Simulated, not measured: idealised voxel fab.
process module | voxel air gaps
cross-section cut | 170 nm wide | cells 5 nm
A cross-section is a grid of square cells, given in bands from the top down. A band is one or more rows of cells.
Each band's line starts with the height of the band's top and of its bottom, in nm. Then come its materials from left to right, each with its width in nm. One material with "throughout" fills the band from edge to edge. "air" is empty space.
Height 0 is the level under which the wafer as received is all one material. The lowest band goes on downwards, as in "0 down".
A width such as "30 to 40" changes by the same amount from each row of cells to the next, from the band's top row to its bottom row.
"no change" after a step means that no cell of the cross-section changed.
closed voids: empty space of 8 cells or more with no open way to the top, each as width x height at its distance from the left edge, in nm
after a step's settings: what the simulator itself notes on the step
overlay nm, on a step with a mask: how far to the right of its planned place the mask lay; to the left if negative
plan
1 op RECEIVE | material Si
2 op CONFORMAL_DEP | material SiO2 | thk nm 15
3 op CONFORMAL_DEP | material SiCN | thk nm 5
4 op DIRECTIONAL_DEP | material lowk | thk nm 35
5 op MASKED_ETCH | tone open | mask id LINES | width nm 20 | pitch nm 50 | etch materials lowk | depth nm 35 | overlay nm 0
6 op CONFORMAL_DEP | material TiN | thk nm 5
7 op FILL_DEP | material Ru | thk nm 5
8 op CMP | height nm 55
9 op EPI | material Ru | thk nm 10
10 op SELECTIVE_ETCH | etch materials lowk | depth nm 45
11 op CONFORMAL_DEP | material SiCN | thk nm 5
as received, after step 1
  0 down: Si throughout
  closed voids: none
a wafer at the end: this start, this plan, one mistake
  70 to 65: SiCN throughout
  65 to 55: Ru throughout
  55 to 50: TiN 30 | Ru 10 | TiN 40 | Ru 10 | TiN 40 | Ru 10 | TiN 30
  50 to 20: lowk 25 | TiN 5 | Ru 10 | TiN 5 | lowk 30 | TiN 5 | Ru 10 | TiN 5 | lowk 30 | TiN 5 | Ru 10 | TiN 5 | lowk 25
  20 to 15: lowk 25 | TiN 20 | lowk 30 | TiN 20 | lowk 30 | TiN 20 | lowk 25
  15 to 0: SiO2 throughout
  0 down: Si throughout
  closed voids: none
what went wrong: step 3 was left out
